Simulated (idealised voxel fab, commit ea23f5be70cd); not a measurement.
process module | voxel released beams
cross-section cut | 205 nm wide | cells 5 nm
A cross-section is a grid of square cells, given in bands from the top down. A band is one or more rows of cells.
Each band's line starts with the height of the band's top and of its bottom, in nm. Then come its materials from left to right, each with its width in nm. One material with "throughout" fills the band from edge to edge. "air" is empty space.
Height 0 is the level under which the wafer as received is all one material. The lowest band goes on downwards, as in "0 down".
A width such as "30 to 40" changes by the same amount from each row of cells to the next, from the band's top row to its bottom row.
"no change" after a step means that no cell of the cross-section changed.
closed voids: empty space of 8 cells or more with no open way to the top, each as width x height at its distance from the left edge, in nm
after a step's settings: what the simulator itself notes on the step
overlay nm, on a step with a mask: how far to the right of its planned place the mask lay; to the left if negative
plan
1 op RECEIVE | material Si
2 op CONFORMAL_DEP | material Al2O3 | thk nm 10
3 op DIRECTIONAL_DEP | material SiO2 | thk nm 10
4 op DIRECTIONAL_DEP | material aC | thk nm 5
5 op PATTERN | tone open | mask id ANCHOR | material resist | width nm 35 | thk nm 25 | overlay nm 0
6 op DIRECTIONAL_ETCH | etch materials aC | depth nm 10
7 op STRIP | etch materials resist
8 op DIRECTIONAL_ETCH | etch materials SiO2 | depth nm 10
9 op STRIP | etch materials aC
10 op CONFORMAL_DEP | material polySi | thk nm 15
11 op MASKED_ETCH | tone cover | mask id BEAM | width nm 85 | etch materials polySi | depth nm 15 | overlay nm 0
12 op STRIP | etch materials SiO2
varied across the wafers: thk nm of step 4. The plan shows the first wafer's value. All wafers start alike
first wafer as received, after step 1
  0 down: Si throughout
  closed voids: none
first wafer at the end, after step 12
  35 to 25: air 55 | polySi 20 | air 5 | polySi 60 | air 65
  25 to 20: air 55 | polySi 85 | air 65
  20 to 10: air 60 | polySi 35 | air 110
  10 to 0: Al2O3 throughout
  0 down: Si throughout
  closed voids: none
last wafer at the end
  10 to 0: Al2O3 throughout
  0 down: Si throughout
  closed voids: none
each wafer at the end: cells of each material gained (+) or lost (-) since it was received, then its closed voids
thk nm 5 | +82 Al2O3 | +63 polySi | closed voids: none
thk nm 10 | +82 Al2O3 | +63 polySi | closed voids: none
thk nm 15 | +82 Al2O3 | closed voids: none
thk nm 20 | +82 Al2O3 | closed voids: none
thk nm 25 | +82 Al2O3 | closed voids: none
